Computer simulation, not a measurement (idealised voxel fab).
process module | voxel self aligned contacts
cross-section cut | 170 nm wide | cells 5 nm
A cross-section is a grid of square cells, given in bands from the top down. A band is one or more rows of cells.
Each band's line starts with the height of the band's top and of its bottom, in nm. Then come its materials from left to right, each with its width in nm. One material with "throughout" fills the band from edge to edge. "air" is empty space.
Height 0 is the level under which the wafer as received is all one material. The lowest band goes on downwards, as in "0 down".
A width such as "30 to 40" changes by the same amount from each row of cells to the next, from the band's top row to its bottom row.
"no change" after a step means that no cell of the cross-section changed.
closed voids: empty space of 8 cells or more with no open way to the top, each as width x height at its distance from the left edge, in nm
after a step's settings: what the simulator itself notes on the step
overlay nm, on a step with a mask: how far to the right of its planned place the mask lay; to the left if negative
plan
1 op RECEIVE | material Si
2 op OXIDIZE | depth nm 5
3 op DIRECTIONAL_DEP | material polySi | thk nm 30
4 op DIRECTIONAL_DEP | material SiN | thk nm 20
5 op DIRECTIONAL_DEP | material aC | thk nm 15
6 op PATTERN | tone cover | mask id GATE | material resist | width nm 35 | pitch nm 60 | thk nm 35 | overlay nm 0
7 op DIRECTIONAL_ETCH | etch materials aC | depth nm 15
8 op STRIP | etch materials resist
9 op DIRECTIONAL_ETCH | etch materials SiN | depth nm 20
10 op DIRECTIONAL_ETCH | etch materials polySi | depth nm 30
11 op STRIP | etch materials aC
12 op CONFORMAL_DEP | material SiN | thk nm 5
13 op DIRECTIONAL_ETCH | etch materials SiN | depth nm 5
14 op FILL_DEP | material SiO2 | thk nm 10
15 op CMP | height nm 55
16 op MASKED_ETCH | tone open | mask id CONTACT | width nm 45 | etch materials SiO2 | depth nm 60 | overlay nm 0
17 op CONFORMAL_DEP | material TiN | thk nm 5
18 op FILL_DEP | material W | thk nm 10
19 op CMP | height nm 55
20 op CONFORMAL_DEP | material SiN | thk nm 5
as received, after step 1
  0 down: Si throughout
  closed voids: none
first wafer at the end, as planned
  60 to 55: SiN throughout
  55 to 50: SiO2 60 | TiN 20 | W 5 | TiN 20 | SiO2 65
  50 to 30: SiO2 30 | SiN 45 | TiN 5 | W 5 | TiN 5 | SiN 45 | SiO2 35
  30 to 0: SiO2 30 | SiN 5 | polySi 35 | SiN 5 | TiN 5 | W 5 | TiN 5 | SiN 5 | polySi 35 | SiN 5 | SiO2 35
  0 to -5: SiO2 75 | TiN 15 | SiO2 80
  -5 down: Si throughout
  closed voids: none
second wafer at the end: like start, like plan, one mistake
  60 to 55: SiN throughout
  55 to 50: SiO2 55 | TiN 25 | W 5 | TiN 25 | SiO2 60
  50 to 30: SiO2 30 | SiN 45 | TiN 5 | W 5 | TiN 5 | SiN 45 | SiO2 35
  30 to 0: SiO2 30 | SiN 5 | polySi 35 | SiN 5 | TiN 5 | W 5 | TiN 5 | SiN 5 | polySi 35 | SiN 5 | SiO2 35
  0 to -5: SiO2 75 | TiN 15 | SiO2 80
  -5 down: Si throughout
  closed voids: none
what went wrong: step 16 ran as: op MASKED_ETCH | tone open | mask id CONTACT | width nm 55 | etch materials SiO2 | depth nm 60 | overlay nm 0
at the end the second wafer has, in cells: 2 fewer of SiO2 | 2 more of TiN
